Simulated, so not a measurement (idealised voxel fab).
The name of this process module is voxel quadruple lines.
For reference, the cross-section in this document is cut, with width 250 nm and square cells of 5 nm.
Cross-section spec: square-cell grid; bands listed top down; each band is one or more rows. Band entry format. Leading values: height of top, height of bottom, nm. Remainder: materials in left-to-right order, each with its width in nm. Special words: "everywhere" on a single material, which then fills the band edge to edge; "empty", empty space. Beneath 0, the wafer as received is one material, and that level is where height counting begins. The lowest band goes on downward without a bottom; it is written like "z 0 and below". So if you see something like "30..40" for the width, read it as the top row of the band sitting at the first number and the bottom row at the second, with every row in between moving by the same amount as the last. Given "stayed the same" for a step, no cell of the cross-section differs between before and after that step. Closed empty spaces (no open way to the top) of 8 cells or more are what "Trapped voids" lists, each as width x height at distance from the left edge, nm for all three. It should be noted that, on the line of a given step, the content following the step's settings is a remark produced by the simulator itself with respect to that step. Each step line may optionally specify "overlay nm", which for a step with a mask gives the rightward distance between the mask's planned place and where it lay, a negative value indicating the leftward direction.

Here's what the planned process steps look like:
step 1: op RECEIVE | material Si
step 2: op CONFORMAL_DEP | material SiO2 | thk nm 5
step 3: op DIRECTIONAL_DEP | material W | thk nm 10
step 4: op DIRECTIONAL_DEP | material polySi | thk nm 20
step 5: op DIRECTIONAL_DEP | material aC | thk nm 25
step 6: op PATTERN | tone cover | mask id MANDREL | material resist | width nm 30 | pitch nm 80 | thk nm 30 | overlay nm 0
step 7: op DIRECTIONAL_ETCH | etch materials aC | depth nm 25
step 8: op STRIP | etch materials resist
step 9: op CONFORMAL_DEP | material SiO2 | thk nm 10
step 10: op DIRECTIONAL_ETCH | etch materials SiO2 | depth nm 10
step 11: op STRIP | etch materials aC
step 12: op DIRECTIONAL_ETCH | etch materials polySi | depth nm 20
step 13: op STRIP | etch materials SiO2
step 14: op CONFORMAL_DEP | material SiCN | thk nm 10
step 15: op DIRECTIONAL_ETCH | etch materials SiCN | depth nm 10
step 16: op STRIP | etch materials polySi
step 17: op DIRECTIONAL_ETCH | etch materials W | depth nm 10
step 18: op STRIP | etch materials SiCN
step 19: op FILL_DEP | material lowk | thk nm 5
step 20: op CMP | height nm 15

Wafer, first of two, run as planned:

Here's what the wafer looked like in cross-section when it arrived - that's after step 1:
    z 0 and below = Si everywhere
    Trapped voids: none

Cross-section of the wafer subsequent to step 2:
    z 5 to 0 = SiO2 everywhere
    For the remainder of the cross-section, below 0, there is no change.

Cross-section of the wafer subsequent to step 3:
    z 15 to 5 = W everywhere
    For the remainder of the cross-section, below 5, there is no change.

Cross-section of the wafer subsequent to step 4:
    z 35 to 15 = polySi everywhere
    For the remainder of the cross-section, below 15, there is no change.

Cross-section of the wafer subsequent to step 5:
    z 60 to 35 = aC everywhere
    For the remainder of the cross-section, below 35, there is no change.

Cross-section of the wafer subsequent to step 6:
    z 90 to 60 = empty (70); resist (30); empty (50); resist (30); empty (70)
    For the remainder of the cross-section, below 60, there is no change.

Cross-section of the wafer subsequent to step 7:
    z 65 to 60 = empty (70); resist (30); empty (50); resist (30); empty (70)
    z 60 to 35 = empty (70); aC (30); empty (50); aC (30); empty (70)
    For the remainder of the cross-section, below 35, there is no change.

Cross-section of the wafer subsequent to step 8:
    z 60 to 35 = empty (70); aC (30); empty (50); aC (30); empty (70)
    For the remainder of the cross-section, below 35, there is no change.

Cross-section of the wafer subsequent to step 9:
    z 70 to 60 = empty (60); SiO2 (50); empty (30); SiO2 (50); empty (60)
    z 60 to 45 = empty (60); SiO2 (10); aC (30); SiO2 (10); empty (30); SiO2 (10); aC (30); SiO2 (10); empty (60)
    z 45 to 35 = SiO2 (70); aC (30); SiO2 (50); aC (30); SiO2 (70)
    For the remainder of the cross-section, below 35, there is no change.

Cross-section of the wafer subsequent to step 10:
    z 60 to 35 = empty (60); SiO2 (10); aC (30); SiO2 (10); empty (30); SiO2 (10); aC (30); SiO2 (10); empty (60)
    For the remainder of the cross-section, below 35, there is no change.

Cross-section of the wafer subsequent to step 11:
    z 60 to 35 = empty (60); SiO2 (10); empty (30); SiO2 (10); empty (30); SiO2 (10); empty (30); SiO2 (10); empty (60)
    For the remainder of the cross-section, below 35, there is no change.

Cross-section of the wafer subsequent to step 12:
    z 60 to 35 = empty (60); SiO2 (10); empty (30); SiO2 (10); empty (30); SiO2 (10); empty (30); SiO2 (10); empty (60)
    z 35 to 15 = empty (60); polySi (10); empty (30); polySi (10); empty (30); polySi (10); empty (30); polySi (10); empty (60)
    For the remainder of the cross-section, below 15, there is no change.

Cross-section of the wafer subsequent to step 13:
    z 35 to 15 = empty (60); polySi (10); empty (30); polySi (10); empty (30); polySi (10); empty (30); polySi (10); empty (60)
    For the remainder of the cross-section, below 15, there is no change.

Cross-section of the wafer subsequent to step 14:
    z 45 to 35 = empty (50); SiCN (30); empty (10); SiCN (30); empty (10); SiCN (30); empty (10); SiCN (30); empty (50)
    z 35 to 25 = empty (50); SiCN (10); polySi (10); SiCN (10); empty (10); SiCN (10); polySi (10); SiCN (10); empty (10); SiCN (10); polySi (10); SiCN (10); empty (10); SiCN (10); polySi (10); SiCN (10); empty (50)
    z 25 to 15 = SiCN (60); polySi (10); SiCN (30); polySi (10); SiCN (30); polySi (10); SiCN (30); polySi (10); SiCN (60)
    For the remainder of the cross-section, below 15, there is no change.

Cross-section of the wafer subsequent to step 15:
    z 35 to 15 = empty (50); SiCN (10); polySi (10); SiCN (10); empty (10); SiCN (10); polySi (10); SiCN (10); empty (10); SiCN (10); polySi (10); SiCN (10); empty (10); SiCN (10); polySi (10); SiCN (10); empty (50)
    For the remainder of the cross-section, below 15, there is no change.

Cross-section of the wafer subsequent to step 16:
    z 35 to 15 = empty (50); SiCN (10); empty (10); SiCN (10); empty (10); SiCN (10); empty (10); SiCN (10); empty (10); SiCN (10); empty (10); SiCN (10); empty (10); SiCN (10); empty (10); SiCN (10); empty (50)
    For the remainder of the cross-section, below 15, there is no change.

Cross-section of the wafer subsequent to step 17:
    z 35 to 15 = empty (50); SiCN (10); empty (10); SiCN (10); empty (10); SiCN (10); empty (10); SiCN (10); empty (10); SiCN (10); empty (10); SiCN (10); empty (10); SiCN (10); empty (10); SiCN (10); empty (50)
    z 15 to 5 = empty (50); W (10); empty (10); W (10); empty (10); W (10); empty (10); W (10); empty (10); W (10); empty (10); W (10); empty (10); W (10); empty (10); W (10); empty (50)
    For the remainder of the cross-section, below 5, there is no change.

Cross-section of the wafer subsequent to step 18:
    z 15 to 5 = empty (50); W (10); empty (10); W (10); empty (10); W (10); empty (10); W (10); empty (10); W (10); empty (10); W (10); empty (10); W (10); empty (10); W (10); empty (50)
    For the remainder of the cross-section, below 5, there is no change.

Cross-section of the wafer subsequent to step 19:
    z 20 to 15 = lowk everywhere
    z 15 to 5 = lowk (50); W (10); lowk (10); W (10); lowk (10); W (10); lowk (10); W (10); lowk (10); W (10); lowk (10); W (10); lowk (10); W (10); lowk (10); W (10); lowk (50)
    For the remainder of the cross-section, below 5, there is no change.

Cross-section of the wafer subsequent to step 20:
    z 15 to 5 = lowk (50); W (10); lowk (10); W (10); lowk (10); W (10); lowk (10); W (10); lowk (10); W (10); lowk (10); W (10); lowk (10); W (10); lowk (10); W (10); lowk (50)
    For the remainder of the cross-section, below 5, there is no change.

The remaining wafer, second of the two, started like the first and was run to the same plan, except that one mistake was made along the way; the two coincide through step 19, inclusive:

Cross-section, second wafer, at the end time the plan gives for step 20:
    z 10 to 5 = lowk (50); W (10); lowk (10); W (10); lowk (10); W (10); lowk (10); W (10); lowk (10); W (10); lowk (10); W (10); lowk (10); W (10); lowk (10); W (10); lowk (50)
    For the remainder of the cross-section, below 5, there is no change.
Which mistake was made when the wafer was run? step 20 off recipe, ran as op CMP | height nm 10
Final difference in cells, second wafer against first, listed per material as more or fewer: W: 16 fewer; lowk: 34 fewer
